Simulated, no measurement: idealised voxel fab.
process module | voxel trench capacitor
cross-section cut | 255 nm wide | cells 5 nm
A cross-section is a grid of square cells, given in bands from the top down. A band is one or more rows of cells.
Each band's line starts with the height of the band's top and of its bottom, in nm. Then come its materials from left to right, each with its width in nm. One material with "throughout" fills the band from edge to edge. "air" is empty space.
Height 0 is the level under which the wafer as received is all one material. The lowest band goes on downwards, as in "0 down".
A width such as "30 to 40" changes by the same amount from each row of cells to the next, from the band's top row to its bottom row.
"no change" after a step means that no cell of the cross-section changed.
closed voids: empty space of 8 cells or more with no open way to the top, each as width x height at its distance from the left edge, in nm
after a step's settings: what the simulator itself notes on the step
overlay nm, on a step with a mask: how far to the right of its planned place the mask lay; to the left if negative
plan
1 op RECEIVE | material Si
2 op CONFORMAL_DEP | material SiN | thk nm 5
3 op PATTERN | tone open | mask id TRENCH | material resist | width nm 25 | pitch nm 40 | thk nm 20 | overlay nm 0
4 op DIRECTIONAL_ETCH | etch materials SiN | depth nm 5
5 op DIRECTIONAL_ETCH | etch materials Si | depth nm 30
6 op STRIP | etch materials resist
7 op CONFORMAL_DEP | material HfO2 | thk nm 5
8 op CONFORMAL_DEP | material TiN | thk nm 5
9 op FILL_DEP | material W | thk nm 5
10 op CMP | height nm 5
as received, after step 1
  0 down: Si throughout
  closed voids: none
first wafer at the end, as planned
  5 to 0: SiN 95 | HfO2 5 | TiN 5 | W 5 | TiN 5 | HfO2 5 | SiN 15 | HfO2 5 | TiN 5 | W 5 | TiN 5 | HfO2 5 | SiN 95
  0 to -20: Si 95 | HfO2 5 | TiN 5 | W 5 | TiN 5 | HfO2 5 | Si 15 | HfO2 5 | TiN 5 | W 5 | TiN 5 | HfO2 5 | Si 95
  -20 to -25: Si 95 | HfO2 5 | TiN 15 | HfO2 5 | Si 15 | HfO2 5 | TiN 15 | HfO2 5 | Si 95
  -25 to -30: Si 95 | HfO2 25 | Si 15 | HfO2 25 | Si 95
  -30 down: Si throughout
  closed voids: none
second wafer at the end: like start, like plan, one mistake
  5 to 0: SiN 90 | HfO2 5 | TiN 5 | W 5 | TiN 5 | HfO2 5 | SiN 15 | HfO2 5 | TiN 5 | W 5 | TiN 5 | HfO2 5 | SiN 100
  0 to -20: Si 90 | HfO2 5 | TiN 5 | W 5 | TiN 5 | HfO2 5 | Si 15 | HfO2 5 | TiN 5 | W 5 | TiN 5 | HfO2 5 | Si 100
  -20 to -25: Si 90 | HfO2 5 | TiN 15 | HfO2 5 | Si 15 | HfO2 5 | TiN 15 | HfO2 5 | Si 100
  -25 to -30: Si 90 | HfO2 25 | Si 15 | HfO2 25 | Si 100
  -30 down: Si throughout
  closed voids: none
what went wrong: step 3 ran as: op PATTERN | tone open | mask id TRENCH | material resist | width nm 25 | pitch nm 40 | thk nm 20 | overlay nm -5
at the end the second wafer has, in cells: as many of each material as the first, in other places
